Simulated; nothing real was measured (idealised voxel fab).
Module name: voxel self aligned vias (process module)
Cross-sectional view cut (width: 190 nm; square cell size: 5 nm).
A cross-section in this document is a grid of square cells, and it is written down as bands, the top band listed before the ones below it; a band is made up of one or more rows of cells.
What a band's entry tells you: where the top is and where the bottom is, as heights in nm, and after that what lies inside, material by material from left to right, each with its width in nm. Empty space is written as the word "empty", and a single material marked with the word "throughout" occupies the band from edge to edge.
The reference from which all heights are counted is 0, the level beneath which the as-received wafer is entirely one material; the lowest band, having no lower bound, proceeds downward and is written after the example "0 nm and below".
It should be noted that a width expressed as "30..40" varies in equal increments from row to row of cells within the band, taking the value of the first number at the top row and that of the second number at the bottom row.
A step reported as "same as before" is a step in which no cell of the cross-section changed.
"Closed internal voids": empty spaces of 8 cells or more with no open way to the top, each given as width x height at distance, distance from the left edge, all in nm.
after a step's settings: what the simulator itself notes on the step
A step line may carry the setting "overlay nm", which, for steps involving a mask, states the distance by which the mask lay to the right of its intended position; negative values denote displacement to the left.
Here's what the planned process steps look like
1,RECEIVE (material Si)
2,CONFORMAL_DEP (material SiO2; thk nm 10)
3,CONFORMAL_DEP (material SiCN; thk nm 5)
4,DIRECTIONAL_DEP (material lowk; thk nm 20)
5,PATTERN (tone open; mask id LINES; material resist; width nm 20; pitch nm 55; thk nm 20; overlay nm 0)
6,DIRECTIONAL_ETCH (etch materials lowk; depth nm 20)
7,STRIP (etch materials resist)
8,CONFORMAL_DEP (material TiN; thk nm 5)
9,FILL_DEP (material W; thk nm 10)
10,CMP (height nm 35)
11,SELECTIVE_ETCH (etch materials W Ru TiN; depth nm 10)
12,FILL_DEP (material SiN; thk nm 10)
13,CMP (height nm 35)
14,DIRECTIONAL_DEP (material lowk; thk nm 15)
15,DIRECTIONAL_DEP (material aC; thk nm 15)
16,PATTERN (tone open; mask id VIAS; material resist; width nm 30; pitch nm 55; thk nm 30; overlay nm 0)
17,DIRECTIONAL_ETCH (etch materials aC; depth nm 15)
18,STRIP (etch materials resist)
19,DIRECTIONAL_ETCH (etch materials lowk; depth nm 15)
20,DIRECTIONAL_ETCH (etch materials SiN; depth nm 10)
21,STRIP (etch materials aC)
22,CONFORMAL_DEP (material TiN; thk nm 5)
23,FILL_DEP (material W; thk nm 10)
24,CMP (height nm 50)
25,CONFORMAL_DEP (material SiCN; thk nm 5)
Cross-section, incoming material, after step 1
  0 nm and below = Si throughout
  Closed internal voids: none
Cross-section, first of two wafers, end of module, run as planned
  55 nm to 50 nm = SiCN throughout
  50 nm to 40 nm = 25 of lowk; 5 of TiN; 20 of W; 5 of TiN; 25 of lowk; 5 of TiN; 20 of W; 5 of TiN; 25 of lowk; 5 of TiN; 20 of W; 5 of TiN; 25 of lowk
  40 nm to 30 nm = 25..30 of lowk; 10..5 of TiN; 10 of W; 10..5 of TiN; 25..35 of lowk; 10..5 of TiN; 10 of W; 10..5 of TiN; 25..35 of lowk; 10..5 of TiN; 10 of W; 10..5 of TiN; 25..30 of lowk
  30 nm to 25 nm = 30 of lowk; 20 of TiN; 35 of lowk; 20 of TiN; 35 of lowk; 20 of TiN; 30 of lowk
  25 nm to 20 nm = 30 of lowk; 5 of TiN; 10 of W; 5 of TiN; 35 of lowk; 5 of TiN; 10 of W; 5 of TiN; 35 of lowk; 5 of TiN; 10 of W; 5 of TiN; 30 of lowk
  20 nm to 15 nm = 30 of lowk; 20 of TiN; 35 of lowk; 20 of TiN; 35 of lowk; 20 of TiN; 30 of lowk
  15 nm to 10 nm = SiCN throughout
  10 nm to 0 nm = SiO2 throughout
  0 nm and below = Si throughout
  Closed internal voids: none
Presented here is a cross-section of the second of the two wafers as it stood at the end of the module. It was started in the same manner and assigned the same plan as the first wafer; however, one mistake was made in its execution
  55 nm to 50 nm = SiCN throughout
  50 nm to 35 nm = 25 of lowk; 5 of TiN; 20 of W; 5 of TiN; 25 of lowk; 5 of TiN; 20 of W; 5 of TiN; 25 of lowk; 5 of TiN; 20 of W; 5 of TiN; 25 of lowk
  35 nm to 30 nm = 25 of SiN; 5 of TiN; 20 of W; 5 of TiN; 25 of SiN; 5 of TiN; 20 of W; 5 of TiN; 25 of SiN; 5 of TiN; 20 of W; 5 of TiN; 25 of SiN
  30 nm to 25 nm = 25 of SiN; 30 of TiN; 25 of SiN; 30 of TiN; 25 of SiN; 30 of TiN; 25 of SiN
  25 nm to 10 nm = 30 of lowk; 5 of TiN; 10 of W; 5 of TiN; 35 of lowk; 5 of TiN; 10 of W; 5 of TiN; 35 of lowk; 5 of TiN; 10 of W; 5 of TiN; 30 of lowk
  10 nm to 5 nm = 30 of lowk; 20 of TiN; 35 of lowk; 20 of TiN; 35 of lowk; 20 of TiN; 30 of lowk
  5 nm to 0 nm = SiCN throughout
  0 nm and below = Si throughout
  Closed internal voids: none
Short version of what went wrong: the run left out plan step 2 entirely, so it was never executed
Per the end-of-run cell counts, the second wafer holds more or fewer of some materials than the first: +40 SiN, -76 SiO2, +12 TiN, +24 W
